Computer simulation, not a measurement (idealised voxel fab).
Process module name: voxel gate over fins
FYI the section here is cut, 275 nm wide, cells are 5 nm squares.
The cross-sections in this document take the form of a grid made of square cells. They are written out as bands, in order from top to bottom. Each band consists of one or more rows of cells. Quick guide to a band line: top height, bottom height (nm) up front; then every material left to right with its width in nm. Only one material and it's marked "everywhere"? Then it fills the band edge to edge. And "empty" just means empty space. Heights are reckoned from 0. Under this level, the received wafer is all of one material. The bottommost band is open-ended downward, for example "top 0, no bottom". Per-row width for "30 to 40": begins at first number (top row of band), ends at second number (bottom row), increment between rows held constant. "no modifications" -> step changed no cross-section cell. Heads up: "Unvented internal voids" only lists the empty pockets with no open path to the top that are 8 cells or more, and it writes them as width x height at distance, distance from the left edge, in nm. Formally, on a step line, whatever follows the settings is a remark that the simulator itself makes on the step. overlay nm: for a step with a mask, the amount by which the mask lay right of where it was planned; a negative amount means left of it.

[Planned step list for the process]
1 RECEIVE (material Si)
2 CONFORMAL_DEP (material SiN; thk nm 10)
3 PATTERN (tone cover; mask id FINS; material resist; width nm 15; pitch nm 60; thk nm 15; overlay nm 0)
4 DIRECTIONAL_ETCH (etch materials SiN; depth nm 10)
5 DIRECTIONAL_ETCH (etch materials Si; depth nm 30)
6 STRIP (etch materials resist)
7 OXIDIZE (depth nm 5)
8 FILL_DEP (material SiO2; thk nm 5)
9 CMP (height nm 10)
10 MASKED_ETCH (tone open; mask id RAIL; width nm 15; etch materials SiO2; depth nm 35; overlay nm 0)
11 CONFORMAL_DEP (material TiN; thk nm 5)
12 FILL_DEP (material W; thk nm 5)
13 CMP (height nm 10)
14 SELECTIVE_ETCH (etch materials W Ru TiN; depth nm 30)
15 FILL_DEP (material SiO2; thk nm 5)
16 CMP (height nm 10)
17 SELECTIVE_ETCH (etch materials SiO2; depth nm 25)
18 STRIP (etch materials SiN)
19 CONFORMAL_DEP (material HfO2; thk nm 5)
20 CONFORMAL_DEP (material TiN; thk nm 5)
21 CONFORMAL_DEP (material TiAl; thk nm 5)
22 CONFORMAL_DEP (material TiN; thk nm 5)
23 FILL_DEP (material W; thk nm 15)
24 CMP (height nm 30)
25 CONFORMAL_DEP (material SiCN; thk nm 5)

[As-received state of the wafer in cross-section, equivalent to post-step 1]
	top 0, no bottom: Si everywhere
	Unvented internal voids: none

[The following cross-section depicts the wafer upon conclusion of the module. Processing commenced from the starting condition illustrated above and adhered to the plan illustrated above, save for one mistake in execution]
	top 35, bottom 30: SiCN everywhere
	top 30, bottom 20: W everywhere
	top 20, bottom 15: W=55; TiN=45; W=15; TiN=45; W=15; TiN=45; W=55
	top 15, bottom 10: W=55; TiN=5; TiAl=35; TiN=5; W=15; TiN=5; TiAl=35; TiN=5; W=15; TiN=5; TiAl=35; TiN=5; W=55
	top 10, bottom 5: W=55; TiN=5; TiAl=5; TiN=25; TiAl=5; TiN=5; W=15; TiN=5; TiAl=5; TiN=25; TiAl=5; TiN=5; W=15; TiN=5; TiAl=5; TiN=25; TiAl=5; TiN=5; W=55
	top 5, bottom 0: TiN=60; TiAl=5; TiN=5; HfO2=15; TiN=5; TiAl=5; TiN=25; TiAl=5; TiN=5; HfO2=15; TiN=5; TiAl=5; TiN=25; TiAl=5; TiN=5; HfO2=15; TiN=5; TiAl=5; TiN=60
	top 0, bottom -5: TiAl=65; TiN=5; HfO2=5; Si=5; HfO2=5; TiN=5; TiAl=35; TiN=5; HfO2=5; Si=5; HfO2=5; TiN=5; TiAl=35; TiN=5; HfO2=5; Si=5; HfO2=5; TiN=5; TiAl=65
	top -5, bottom -10: TiN=70; HfO2=5; Si=5; HfO2=5; TiN=45; HfO2=5; Si=5; HfO2=5; TiN=45; HfO2=5; Si=5; HfO2=5; TiN=70
	top -10, bottom -15: HfO2=75; Si=5; HfO2=55; Si=5; HfO2=55; Si=5; HfO2=75
	top -15, bottom -20: SiO2=75; Si=5; SiO2=55; Si=5; SiO2=55; Si=5; SiO2=75
	top -20, bottom -25: SiO2=75; Si=5; SiO2=15; TiN=25; SiO2=15; Si=5; SiO2=55; Si=5; SiO2=75
	top -25, bottom -35: SiO2=75; Si=5; SiO2=55; Si=5; SiO2=55; Si=5; SiO2=75
	top -35, no bottom: Si everywhere
	Unvented internal voids: none
Want to know what went wrong? contrary to plan, step 10 was performed as MASKED_ETCH (tone open; mask id RAIL; width nm 25; etch materials SiO2; depth nm 35; overlay nm 0)
